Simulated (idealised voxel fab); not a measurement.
process module | voxel self aligned contacts
cross-section cut | 145 nm wide | cells 5 nm
A cross-section is a grid of square cells, given in bands from the top down. A band is one or more rows of cells.
Each band's line starts with the height of the band's top and of its bottom, in nm. Then come its materials from left to right, each with its width in nm. One material with "throughout" fills the band from edge to edge. "air" is empty space.
Height 0 is the level under which the wafer as received is all one material. The lowest band goes on downwards, as in "0 down".
A width such as "30 to 40" changes by the same amount from each row of cells to the next, from the band's top row to its bottom row.
"no change" after a step means that no cell of the cross-section changed.
closed voids: empty space of 8 cells or more with no open way to the top, each as width x height at its distance from the left edge, in nm
after a step's settings: what the simulator itself notes on the step
overlay nm, on a step with a mask: how far to the right of its planned place the mask lay; to the left if negative
plan
1 op RECEIVE | material Si
2 op CONFORMAL_DEP | material SiO2 | thk nm 5
3 op DIRECTIONAL_DEP | material polySi | thk nm 30
4 op DIRECTIONAL_DEP | material SiN | thk nm 20
5 op DIRECTIONAL_DEP | material aC | thk nm 15
6 op PATTERN | tone cover | mask id GATE | material resist | width nm 30 | pitch nm 55 | thk nm 30 | overlay nm 0
7 op DIRECTIONAL_ETCH | etch materials aC | depth nm 15
8 op STRIP | etch materials resist
9 op DIRECTIONAL_ETCH | etch materials SiN | depth nm 20
10 op DIRECTIONAL_ETCH | etch materials polySi | depth nm 30
11 op STRIP | etch materials aC
12 op CONFORMAL_DEP | material SiN | thk nm 5
13 op DIRECTIONAL_ETCH | etch materials SiN | depth nm 5
14 op FILL_DEP | material SiO2 | thk nm 10
15 op CMP | height nm 60
16 op MASKED_ETCH | tone open | mask id CONTACT | width nm 35 | etch materials SiO2 | depth nm 60 | overlay nm 0
17 op CONFORMAL_DEP | material TiN | thk nm 5
18 op FILL_DEP | material W | thk nm 10
19 op CMP | height nm 60
20 op CONFORMAL_DEP | material SiN | thk nm 5
first wafer, as planned
as received, after step 1
  0 down: Si throughout
  closed voids: none
after step 2
  5 to 0: SiO2 throughout
  below 0: unchanged
after step 3
  35 to 5: polySi throughout
  below 5: unchanged
after step 4
  55 to 35: SiN throughout
  below 35: unchanged
after step 5
  70 to 55: aC throughout
  below 55: unchanged
after step 6
  100 to 70: air 30 | resist 30 | air 25 | resist 30 | air 30
  below 70: unchanged
after step 7
  85 to 70: air 30 | resist 30 | air 25 | resist 30 | air 30
  70 to 55: air 30 | aC 30 | air 25 | aC 30 | air 30
  below 55: unchanged
after step 8
  70 to 55: air 30 | aC 30 | air 25 | aC 30 | air 30
  below 55: unchanged
after step 9
  70 to 55: air 30 | aC 30 | air 25 | aC 30 | air 30
  55 to 35: air 30 | SiN 30 | air 25 | SiN 30 | air 30
  below 35: unchanged
after step 10
  70 to 55: air 30 | aC 30 | air 25 | aC 30 | air 30
  55 to 35: air 30 | SiN 30 | air 25 | SiN 30 | air 30
  35 to 5: air 30 | polySi 30 | air 25 | polySi 30 | air 30
  below 5: unchanged
after step 11
  55 to 35: air 30 | SiN 30 | air 25 | SiN 30 | air 30
  below 35: unchanged
after step 12
  60 to 35: air 25 | SiN 40 | air 15 | SiN 40 | air 25
  35 to 10: air 25 | SiN 5 | polySi 30 | SiN 5 | air 15 | SiN 5 | polySi 30 | SiN 5 | air 25
  10 to 5: SiN 30 | polySi 30 | SiN 25 | polySi 30 | SiN 30
  below 5: unchanged
after step 13
  55 to 35: air 25 | SiN 40 | air 15 | SiN 40 | air 25
  35 to 5: air 25 | SiN 5 | polySi 30 | SiN 5 | air 15 | SiN 5 | polySi 30 | SiN 5 | air 25
  below 5: unchanged
after step 14
  65 to 55: SiO2 throughout
  55 to 35: SiO2 25 | SiN 40 | SiO2 15 | SiN 40 | SiO2 25
  35 to 5: SiO2 25 | SiN 5 | polySi 30 | SiN 5 | SiO2 15 | SiN 5 | polySi 30 | SiN 5 | SiO2 25
  below 5: unchanged
after step 15
  60 to 55: SiO2 throughout
  below 55: unchanged
after step 16
  60 to 55: SiO2 55 | air 35 | SiO2 55
  55 to 35: SiO2 25 | SiN 40 | air 15 | SiN 40 | SiO2 25
  35 to 5: SiO2 25 | SiN 5 | polySi 30 | SiN 5 | air 15 | SiN 5 | polySi 30 | SiN 5 | SiO2 25
  5 to 0: SiO2 65 | air 15 | SiO2 65
  below 0: unchanged
after step 17
  65 to 60: TiN 60 | air 25 | TiN 60
  60 to 55: SiO2 55 | TiN 15 | air 5 | TiN 15 | SiO2 55
  55 to 35: SiO2 25 | SiN 40 | TiN 5 | air 5 | TiN 5 | SiN 40 | SiO2 25
  35 to 5: SiO2 25 | SiN 5 | polySi 30 | SiN 5 | TiN 5 | air 5 | TiN 5 | SiN 5 | polySi 30 | SiN 5 | SiO2 25
  5 to 0: SiO2 65 | TiN 15 | SiO2 65
  below 0: unchanged
after step 18
  75 to 65: W throughout
  65 to 60: TiN 60 | W 25 | TiN 60
  60 to 55: SiO2 55 | TiN 15 | W 5 | TiN 15 | SiO2 55
  55 to 35: SiO2 25 | SiN 40 | TiN 5 | W 5 | TiN 5 | SiN 40 | SiO2 25
  35 to 5: SiO2 25 | SiN 5 | polySi 30 | SiN 5 | TiN 5 | W 5 | TiN 5 | SiN 5 | polySi 30 | SiN 5 | SiO2 25
  below 5: unchanged
after step 19
  60 to 55: SiO2 55 | TiN 15 | W 5 | TiN 15 | SiO2 55
  below 55: unchanged
after step 20
  65 to 60: SiN throughout
  below 60: unchanged
second wafer: like start, like plan, one mistake. Through step 3 it matches the first wafer
when step 4 should have ended
  75 to 35: SiN throughout
  below 35: unchanged
when step 5 should have ended
  90 to 75: aC throughout
  below 75: unchanged
when step 6 should have ended
  120 to 90: air 30 | resist 30 | air 25 | resist 30 | air 30
  below 90: unchanged
when step 7 should have ended
  105 to 90: air 30 | resist 30 | air 25 | resist 30 | air 30
  90 to 75: air 30 | aC 30 | air 25 | aC 30 | air 30
  below 75: unchanged
when step 8 should have ended
  90 to 75: air 30 | aC 30 | air 25 | aC 30 | air 30
  below 75: unchanged
when step 9 should have ended
  90 to 75: air 30 | aC 30 | air 25 | aC 30 | air 30
  75 to 55: air 30 | SiN 30 | air 25 | SiN 30 | air 30
  below 55: unchanged
when step 10 should have ended: no change
when step 11 should have ended
  75 to 55: air 30 | SiN 30 | air 25 | SiN 30 | air 30
  below 55: unchanged
when step 12 should have ended
  80 to 60: air 25 | SiN 40 | air 15 | SiN 40 | air 25
  60 to 35: SiN throughout
  below 35: unchanged
when step 13 should have ended
  75 to 55: air 25 | SiN 40 | air 15 | SiN 40 | air 25
  below 55: unchanged
when step 14 should have ended
  85 to 75: SiO2 throughout
  75 to 55: SiO2 25 | SiN 40 | SiO2 15 | SiN 40 | SiO2 25
  below 55: unchanged
when step 15 should have ended
  60 to 55: SiO2 25 | SiN 40 | SiO2 15 | SiN 40 | SiO2 25
  below 55: unchanged
when step 16 should have ended
  60 to 55: SiO2 25 | SiN 40 | air 15 | SiN 40 | SiO2 25
  below 55: unchanged
when step 17 should have ended
  65 to 60: TiN 70 | air 5 | TiN 70
  60 to 55: SiO2 25 | SiN 40 | TiN 15 | SiN 40 | SiO2 25
  below 55: unchanged
when step 18 should have ended
  75 to 65: W throughout
  65 to 60: TiN 70 | W 5 | TiN 70
  below 60: unchanged
when step 19 should have ended
  60 to 55: SiO2 25 | SiN 40 | TiN 15 | SiN 40 | SiO2 25
  below 55: unchanged
when step 20 should have ended
  65 to 60: SiN throughout
  below 60: unchanged
what went wrong: step 4 was run twice
at the end the second wafer has, in cells: 44 more of SiN | 109 fewer of SiO2 | 26 fewer of TiN | 11 fewer of W | 102 more of polySi
